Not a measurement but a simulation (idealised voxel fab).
The document below concerns the process module designated voxel wiring stack.
For reference, the cross-section in this document is cut, with width 225 nm and square cells of 5 nm.
For the purposes of this document, a cross-section shall be understood as a grid of square cells, specified as bands listed in top-to-bottom order, each band consisting of one or more rows of cells.
What a band's entry tells you: where the top is and where the bottom is, as heights in nm, and after that what lies inside, material by material from left to right, each with its width in nm. Empty space is written as the word "air", and a single material marked with the word "everywhere" occupies the band from edge to edge.
Height datum 0, below which the as-received substrate wafer is one material. Lowest band open at the bottom, running downward: "top 0, no bottom".
The width entry "30->40" should be interpreted row by row: the top row of cells in the band takes the first number, the bottom row takes the second number, and the change between adjacent rows is uniform throughout.
The designation "nothing altered", where it is given for a processing step, indicates that no cell of the cross-section was altered in the course of that step.
The label "Voids, fully enclosed" introduces a list of the empty spaces, 8 cells or larger, that have no open way up to the top; each entry in it reads width x height at distance, where the distance is taken from the left edge and all three are stated in nm.
That trailing text on a step's line, after the settings, is the simulator's own remark on the step.
overlay nm, on a step with a mask: how far to the right of its planned place the mask lay; to the left if negative
**The steps planned for the process are as follows**
| 1 | RECEIVE (material Si) |
| 2 | CONFORMAL_DEP (material SiO2; thk nm 10) |
| 3 | DIRECTIONAL_DEP (material TiN; thk nm 5) |
| 4 | DIRECTIONAL_DEP (material Ru; thk nm 20) |
| 5 | DIRECTIONAL_DEP (material aC; thk nm 10) |
| 6 | PATTERN (tone cover; mask id METAL_1; material resist; width nm 30; pitch nm 50; thk nm 30; overlay nm 0) |
| 7 | DIRECTIONAL_ETCH (etch materials aC; depth nm 10) |
| 8 | STRIP (etch materials resist) |
| 9 | DIRECTIONAL_ETCH (etch materials Ru; depth nm 20) |
| 10 | DIRECTIONAL_ETCH (etch materials TiN; depth nm 5) |
| 11 | STRIP (etch materials aC) |
| 12 | CONFORMAL_DEP (material SiCN; thk nm 5) |
| 13 | FILL_DEP (material lowk; thk nm 5) |
| 14 | CMP (height nm 35) |
| 15 | CONFORMAL_DEP (material SiCN; thk nm 5) |
| 16 | DIRECTIONAL_DEP (material lowk; thk nm 15) |
| 17 | MASKED_ETCH (tone open; mask id PLUG_1; width nm 15; pitch nm 50; etch materials lowk; depth nm 15; overlay nm 0) |
| 18 | MASKED_ETCH (tone open; mask id PLUG_1; width nm 15; pitch nm 50; etch materials SiCN; depth nm 5; overlay nm 0) |
| 19 | CONFORMAL_DEP (material TiN; thk nm 5) |
| 20 | FILL_DEP (material Cu; thk nm 10) |
| 21 | CMP (height nm 55) |
| 22 | DIRECTIONAL_DEP (material TiN; thk nm 5) |
| 23 | DIRECTIONAL_DEP (material W; thk nm 20) |
| 24 | PATTERN (tone cover; mask id METAL_2; material resist; width nm 30; pitch nm 50; thk nm 15; overlay nm 0) |
| 25 | DIRECTIONAL_ETCH (etch materials W; depth nm 20) |
| 26 | DIRECTIONAL_ETCH (etch materials TiN; depth nm 5) |
| 27 | STRIP (etch materials resist) |
| 28 | FILL_DEP (material lowk; thk nm 5) |
| 29 | CMP (height nm 80) |
| 30 | CONFORMAL_DEP (material SiCN; thk nm 5) |
| 31 | DIRECTIONAL_DEP (material SiO2; thk nm 10) |
| 32 | PATTERN (tone open; mask id PLUG_2; material resist; width nm 15; pitch nm 100; thk nm 20; overlay nm 0) |
| 33 | DIRECTIONAL_ETCH (etch materials SiO2; depth nm 10) |
| 34 | DIRECTIONAL_ETCH (etch materials SiCN; depth nm 5) |
| 35 | STRIP (etch materials resist) |
| 36 | EPI (material Ru; thk nm 10) |
| 37 | EPI (material Ru; thk nm 5) |
| 38 | DIRECTIONAL_DEP (material TiN; thk nm 5) |
| 39 | DIRECTIONAL_DEP (material Ru; thk nm 25) |
| 40 | PATTERN (tone cover; mask id METAL_3; material resist; width nm 30; pitch nm 50; thk nm 20; overlay nm 0) |
| 41 | DIRECTIONAL_ETCH (etch materials Ru; depth nm 25) |
| 42 | DIRECTIONAL_ETCH (etch materials TiN; depth nm 5) |
| 43 | STRIP (etch materials resist) |
| 44 | FILL_DEP (material lowk; thk nm 10) |
| 45 | CMP (height nm 125) |
| 46 | CONFORMAL_DEP (material SiN; thk nm 5) |
What sets these wafers apart? The thk nm at step 19. They all start alike, and the plan carries the first wafer's value.
**As-received cross-section, first of several wafers, post step 1**
  top 0, no bottom: Si everywhere
  Voids, fully enclosed: none
**Take any row and you have a wafer at the end of the module: how many cells of each material it has gained (+) or lost (-) since it was received, and then its closed voids**
thk nm 5; +12 Cu; +234 Ru; +125 SiCN; +45 SiN; +168 SiO2; +108 TiN; +96 W; +382 lowk; Voids, fully enclosed: none
thk nm 10; +234 Ru; +125 SiCN; +45 SiN; +168 SiO2; +120 TiN; +96 W; +382 lowk; Voids, fully enclosed: none
thk nm 15; +234 Ru; +125 SiCN; +45 SiN; +168 SiO2; +120 TiN; +96 W; +382 lowk; Voids, fully enclosed: none
thk nm 20; +234 Ru; +125 SiCN; +45 SiN; +168 SiO2; +120 TiN; +96 W; +382 lowk; Voids, fully enclosed: none
